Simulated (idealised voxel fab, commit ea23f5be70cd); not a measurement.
Process module under the name voxel released beams
The figure presents cross-section cut, which has a width of 225 nm and is divided into square cells with an edge length of 5 nm.
We lay out every cross-section as a grid of square cells and spell it out in bands from the top down, where one band means one or more rows of cells. Heights first: top, then bottom, in nm. Then materials, left to right, each with a width in nm. "everywhere" on a single material: fills the band edge to edge. "blank": empty space. Height datum 0, below which the as-received substrate wafer is one material. Lowest band open at the bottom, running downward: "z 0 and below". When a width is written as two numbers, as in "30->40", the first number is the width in the top row of cells of the band and the second is the width in its bottom row, and the width changes by the same amount from each row to the next. "same as before" -> step changed no cross-section cell. The entry "Sealed void listing" lists the empty spaces that cover at least 8 cells and have no open path to the top. Each is written as width x height at distance, where the distance is measured from the left edge and all three values are in nm. That trailing text on a step's line, after the settings, is the simulator's own remark on the step. You can add "overlay nm" to a step's line. For a step with a mask, it describes how far the mask lay to the right of its planned position, and a negative number describes a lay to the left.
## Process steps foreseen in the plan
1. RECEIVE: material Si
2. CONFORMAL_DEP: material Al2O3, thk nm 5
3. DIRECTIONAL_DEP: material SiO2, thk nm 15
4. DIRECTIONAL_DEP: material aC, thk nm 10
5. PATTERN: tone open, mask id ANCHOR, material resist, width nm 30, thk nm 25, overlay nm 0
6. DIRECTIONAL_ETCH: etch materials aC, depth nm 10
7. STRIP: etch materials resist
8. DIRECTIONAL_ETCH: etch materials SiO2, depth nm 15
9. STRIP: etch materials aC
10. CONFORMAL_DEP: material W, thk nm 10
11. DIRECTIONAL_DEP: material aC, thk nm 15
12. PATTERN: tone cover, mask id BEAM, material resist, width nm 95, thk nm 30, overlay nm 0
13. DIRECTIONAL_ETCH: etch materials aC, depth nm 15
14. STRIP: etch materials resist
15. DIRECTIONAL_ETCH: etch materials W, depth nm 10
16. STRIP: etch materials aC
17. STRIP: etch materials SiO2
## What follows covers the first of two wafers; it ran as planned
## As received (post step 1): cross-section
- z 0 and below  Si everywhere
- Sealed void listing: none
## Step 2 complete: cross-section through the wafer
- z 5 to 0  Al2O3 everywhere
- Anything lower than 0 is untouched.
## Step 3 complete: cross-section through the wafer
- z 20 to 5  SiO2 everywhere
- Anything lower than 5 is untouched.
## Step 4 complete: cross-section through the wafer
- z 30 to 20  aC everywhere
- Anything lower than 20 is untouched.
## Step 5 complete: cross-section through the wafer
- z 55 to 30  65 of resist; 30 of blank; 130 of resist
- Anything lower than 30 is untouched.
## Step 6 complete: cross-section through the wafer
- z 45 to 30  65 of resist; 30 of blank; 130 of resist
- z 30 to 20  65 of aC; 30 of blank; 130 of aC
- Anything lower than 20 is untouched.
## Step 7 complete: cross-section through the wafer
- z 30 to 20  65 of aC; 30 of blank; 130 of aC
- Anything lower than 20 is untouched.
## Step 8 complete: cross-section through the wafer
- z 30 to 20  65 of aC; 30 of blank; 130 of aC
- z 20 to 5  65 of SiO2; 30 of blank; 130 of SiO2
- Anything lower than 5 is untouched.
## Step 9 complete: cross-section through the wafer
- z 20 to 5  65 of SiO2; 30 of blank; 130 of SiO2
- Anything lower than 5 is untouched.
## Step 10 complete: cross-section through the wafer
- z 30 to 20  75 of W; 10 of blank; 140 of W
- z 20 to 15  65 of SiO2; 10 of W; 10 of blank; 10 of W; 130 of SiO2
- z 15 to 5  65 of SiO2; 30 of W; 130 of SiO2
- Anything lower than 5 is untouched.
## Step 11 complete: cross-section through the wafer
- z 45 to 30  75 of aC; 10 of blank; 140 of aC
- z 30 to 20  75 of W; 10 of aC; 140 of W
- z 20 to 15  65 of SiO2; 10 of W; 10 of aC; 10 of W; 130 of SiO2
- Anything lower than 15 is untouched.
## Step 12 complete: cross-section through the wafer
- z 75 to 45  60 of blank; 95 of resist; 70 of blank
- z 45 to 30  75 of aC; 10 of resist; 140 of aC
- Anything lower than 30 is untouched.
## Step 13 complete: cross-section through the wafer
- z 60 to 45  60 of blank; 95 of resist; 70 of blank
- z 45 to 30  60 of blank; 15 of aC; 10 of resist; 70 of aC; 70 of blank
- Anything lower than 30 is untouched.
## Step 14 complete: cross-section through the wafer
- z 45 to 30  60 of blank; 15 of aC; 10 of blank; 70 of aC; 70 of blank
- Anything lower than 30 is untouched.
## Step 15 complete: cross-section through the wafer
- z 45 to 30  60 of blank; 15 of aC; 10 of blank; 70 of aC; 70 of blank
- z 30 to 20  60 of blank; 15 of W; 10 of aC; 70 of W; 70 of blank
- Anything lower than 20 is untouched.
## Step 16 complete: cross-section through the wafer
- z 30 to 20  60 of blank; 15 of W; 10 of blank; 70 of W; 70 of blank
- z 20 to 15  65 of SiO2; 10 of W; 10 of blank; 10 of W; 130 of SiO2
- Anything lower than 15 is untouched.
## Step 17 complete: cross-section through the wafer
- z 30 to 20  60 of blank; 15 of W; 10 of blank; 70 of W; 70 of blank
- z 20 to 15  65 of blank; 10 of W; 10 of blank; 10 of W; 130 of blank
- z 15 to 5  65 of blank; 30 of W; 130 of blank
- Anything lower than 5 is untouched.
## The second wafer began exactly as the first did and followed the same plan, but one mistake was made while running it; through step 13 inclusive, the two wafers are identical
## Cross-section: second wafer, time at which step 14 was scheduled to end
- z 45 to 30  60 of blank; 15 of aC; 10 of blank; 70 of aC; 70 of blank
- Anything lower than 30 is untouched.
## Cross-section: second wafer, time at which step 15 was scheduled to end
- z 45 to 30  60 of blank; 15 of aC; 10 of blank; 70 of aC; 70 of blank
- z 30 to 20  60 of blank; 15 of W; 10 of aC; 70 of W; 70 of blank
- Anything lower than 20 is untouched.
## Cross-section: second wafer, time at which step 16 was scheduled to end
- z 30 to 20  60 of blank; 15 of W; 10 of blank; 70 of W; 70 of blank
- z 20 to 15  65 of SiO2; 10 of W; 10 of blank; 10 of W; 130 of SiO2
- Anything lower than 15 is untouched.
## Cross-section: second wafer, time at which step 17 was scheduled to end
- z 30 to 20  60 of blank; 15 of W; 10 of blank; 70 of W; 70 of blank
- z 20 to 15  65 of blank; 10 of W; 10 of blank; 10 of W; 130 of blank
- z 15 to 5  65 of blank; 30 of W; 130 of blank
- Anything lower than 5 is untouched.
Heads up, the wafer didn't run the way we planned it: plan step 14 was conducted twice
The two wafers come out with the same cross-section, meaning that, for this model, the mistake has no consequence in the computed result.
